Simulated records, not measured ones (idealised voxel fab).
The following is a process module called voxel gate over fins.
The width of the displayed cross-section, cut, is 185 nm; its cells are square, with a size of 5 nm.
In what follows, cross-sections appear as grids of square cells, described through bands that run from the top down, where every band is one or more rows of cells.
It is stipulated that each band's entry specify, in nanometres, the height of the top of the band and then that of its bottom, followed by the materials of the band in left-to-right sequence, each together with its width in nanometres. A single material marked by the word "throughout" is understood to fill the band from edge to edge; the word "blank" is understood to denote empty space.
Note: height 0 marks the level under which the wafer is uniformly one material as received. Lowest band unbounded below, written "0 and below".
The width entry "30..40" should be interpreted row by row: the top row of cells in the band takes the first number, the bottom row takes the second number, and the change between adjacent rows is uniform throughout.
Step note "no modifications" = no cross-section cell changed.
"Closed internal cavities" means: voids of 8 cells or more that are shut off from the top with no open way through. Written width x height at distance, distance from the left edge, in nm.
Text after the settings on a step's line: the simulator's own remark on that step.
overlay nm: how far to the right of its planned place the mask lay on this masked step (negative: to the left).

The following list gives the planned process steps
1. RECEIVE with material Si
2. CONFORMAL_DEP with material SiN, thk nm 5
3. DIRECTIONAL_DEP with material aC, thk nm 15
4. PATTERN with tone cover, mask id FINS, material resist, width nm 15, pitch nm 45, thk nm 35, overlay nm 0
5. DIRECTIONAL_ETCH with etch materials aC, depth nm 15
6. STRIP with etch materials resist
7. DIRECTIONAL_ETCH with etch materials SiN, depth nm 5
8. DIRECTIONAL_ETCH with etch materials Si, depth nm 30
9. STRIP with etch materials aC
10. OXIDIZE with depth nm 5
11. FILL_DEP with material SiO2, thk nm 5
12. CMP with height nm 5
13. SELECTIVE_ETCH with etch materials SiO2, depth nm 20
14. STRIP with etch materials SiN
15. CONFORMAL_DEP with material HfO2, thk nm 5
16. CONFORMAL_DEP with material TiN, thk nm 5
17. FILL_DEP with material W, thk nm 15
18. CMP with height nm 20
19. CONFORMAL_DEP with material SiCN, thk nm 5

The cross-section here shows the wafer as received, i.e. in its state after step 1
    0 and below = Si throughout
    Closed internal cavities: none

Module complete - cross-section of the first of two wafers, run according to plan
    25 down to 20 = SiCN throughout
    20 down to 10 = W throughout
    10 down to 5 = W (35), then TiN (25), then W (20), then TiN (25), then W (20), then TiN (25), then W (35)
    5 down to 0 = W (35), then TiN (5), then HfO2 (15), then TiN (5), then W (20), then TiN (5), then HfO2 (15), then TiN (5), then W (20), then TiN (5), then HfO2 (15), then TiN (5), then W (35)
    0 down to -5 = W (35), then TiN (5), then HfO2 (5), then Si (5), then HfO2 (5), then TiN (5), then W (20), then TiN (5), then HfO2 (5), then Si (5), then HfO2 (5), then TiN (5), then W (20), then TiN (5), then HfO2 (5), then Si (5), then HfO2 (5), then TiN (5), then W (35)
    -5 down to -10 = TiN (40), then HfO2 (5), then Si (5), then HfO2 (5), then TiN (30), then HfO2 (5), then Si (5), then HfO2 (5), then TiN (30), then HfO2 (5), then Si (5), then HfO2 (5), then TiN (40)
    -10 down to -15 = HfO2 (45), then Si (5), then HfO2 (40), then Si (5), then HfO2 (40), then Si (5), then HfO2 (45)
    -15 down to -35 = SiO2 (45), then Si (5), then SiO2 (40), then Si (5), then SiO2 (40), then Si (5), then SiO2 (45)
    -35 and below = Si throughout
    Closed internal cavities: none

Second of two wafers, module complete, sectioned: it shares the first wafer's start and plan but was run with one mistake
    25 down to 20 = SiCN throughout
    20 down to 5 = W throughout
    5 down to 0 = W (40), then TiN (15), then W (30), then TiN (15), then W (30), then TiN (15), then W (40)
    0 down to -10 = W (40), then TiN (5), then Si (5), then TiN (5), then W (30), then TiN (5), then Si (5), then TiN (5), then W (30), then TiN (5), then Si (5), then TiN (5), then W (40)
    -10 down to -15 = TiN (45), then Si (5), then TiN (40), then Si (5), then TiN (40), then Si (5), then TiN (45)
    -15 down to -35 = SiO2 (45), then Si (5), then SiO2 (40), then Si (5), then SiO2 (40), then Si (5), then SiO2 (45)
    -35 and below = Si throughout
    Closed internal cavities: none
Here's what went sideways: it should be noted that step 15 of the plan was omitted and was not performed
Per the end-of-run cell counts, the second wafer holds more or fewer of some materials than the first: HfO2 -55 | W +55
